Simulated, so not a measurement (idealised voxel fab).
Module name: voxel self aligned contacts (process module)
Square cell edge 5 nm, section width 180 nm, ID cut.
If you're reading a cross-section in this doc, picture square cells in a grid; it comes to you as bands, top ones listed first down to the bottom, and a band can be one or more rows of cells. Per band: top height and bottom height in nm, followed by the left-to-right materials and their widths in nm; "full width" marks a single material spanning edge to edge, "empty" marks empty space. Height reference: 0 = level under which incoming wafer is all one material. Lowest band: no bottom, runs on downward, e.g. "0 -> down". With a width like "30 to 40", each row of cells in the band differs from the next by the same amount, the top row carrying the first number and the bottom row the second. When a step is marked "no modifications", none of the cells in the cross-section changed during that step. Voids not open to the top, 8 cells minimum: see "Fully closed voids". Written width x height at distance; distance is from the left edge; nm. If you see something after the settings on a step's line, that's the simulator's own remark about that step. overlay nm: how far to the right of its planned place the mask lay on this masked step (negative: to the left).

-- Planned process steps
| 1 | RECEIVE [material Si] |
| 2 | CONFORMAL_DEP [material SiO2] [thk nm 5] |
| 3 | DIRECTIONAL_DEP [material polySi] [thk nm 25] |
| 4 | DIRECTIONAL_DEP [material SiN] [thk nm 20] |
| 5 | PATTERN [tone cover] [mask id GATE] [material resist] [width nm 35] [pitch nm 70] [thk nm 15] [overlay nm 0] |
| 6 | DIRECTIONAL_ETCH [etch materials SiN] [depth nm 20] |
| 7 | DIRECTIONAL_ETCH [etch materials polySi] [depth nm 25] |
| 8 | STRIP [etch materials resist] |
| 9 | CONFORMAL_DEP [material SiN] [thk nm 5] |
| 10 | DIRECTIONAL_ETCH [etch materials SiN] [depth nm 5] |
| 11 | FILL_DEP [material SiO2] [thk nm 15] |
| 12 | CMP [height nm 60] |
| 13 | MASKED_ETCH [tone open] [mask id CONTACT] [width nm 55] [etch materials SiO2] [depth nm 60] [overlay nm 0] |
| 14 | CONFORMAL_DEP [material TiN] [thk nm 5] |
| 15 | FILL_DEP [material W] [thk nm 5] |
| 16 | CMP [height nm 60] |
| 17 | CONFORMAL_DEP [material SiN] [thk nm 5] |

-- Cross-section of the wafer upon arrival, representing the state reached after step 1
    0 -> down | Si full width
    Fully closed voids: none

-- Module complete - cross-section of the first of two wafers, run according to plan
    65 -> 60 | SiN full width
    60 -> 50 | SiO2: 60 | TiN: 5 to 20 | W: 45 to 15 | TiN: 5 to 20 | SiO2: 65
    50 -> 30 | SiO2: 30 | SiN: 45 | TiN: 5 | W: 15 | TiN: 5 | SiN: 45 | SiO2: 35
    30 -> 5 | SiO2: 30 | SiN: 5 | polySi: 35 | SiN: 5 | TiN: 5 | W: 15 | TiN: 5 | SiN: 5 | polySi: 35 | SiN: 5 | SiO2: 35
    5 -> 0 | SiO2: 75 | TiN: 25 | SiO2: 80
    0 -> down | Si full width
    Fully closed voids: none

-- Module end: cross-section of wafer two of two. Same start and process plan as the first wafer. One mistake during execution
    65 -> 60 | SiN full width
    60 -> 55 | W full width
    55 -> 50 | TiN: 80 | W: 15 | TiN: 85
    50 -> 30 | SiO2: 30 | SiN: 45 | TiN: 5 | W: 15 | TiN: 5 | SiN: 45 | SiO2: 35
    30 -> 5 | SiO2: 30 | SiN: 5 | polySi: 35 | SiN: 5 | TiN: 5 | W: 15 | TiN: 5 | SiN: 5 | polySi: 35 | SiN: 5 | SiO2: 35
    5 -> 0 | SiO2: 75 | TiN: 25 | SiO2: 80
    0 -> down | Si full width
    Fully closed voids: none
Plan not followed: the process deviated at step 12: the operation and settings actually run there were CMP [height nm 50]
In the final state, the cell counts of the second wafer exceed or fall short of those of the first for the following materials: 50 fewer of SiO2; 23 more of TiN; 27 more of W
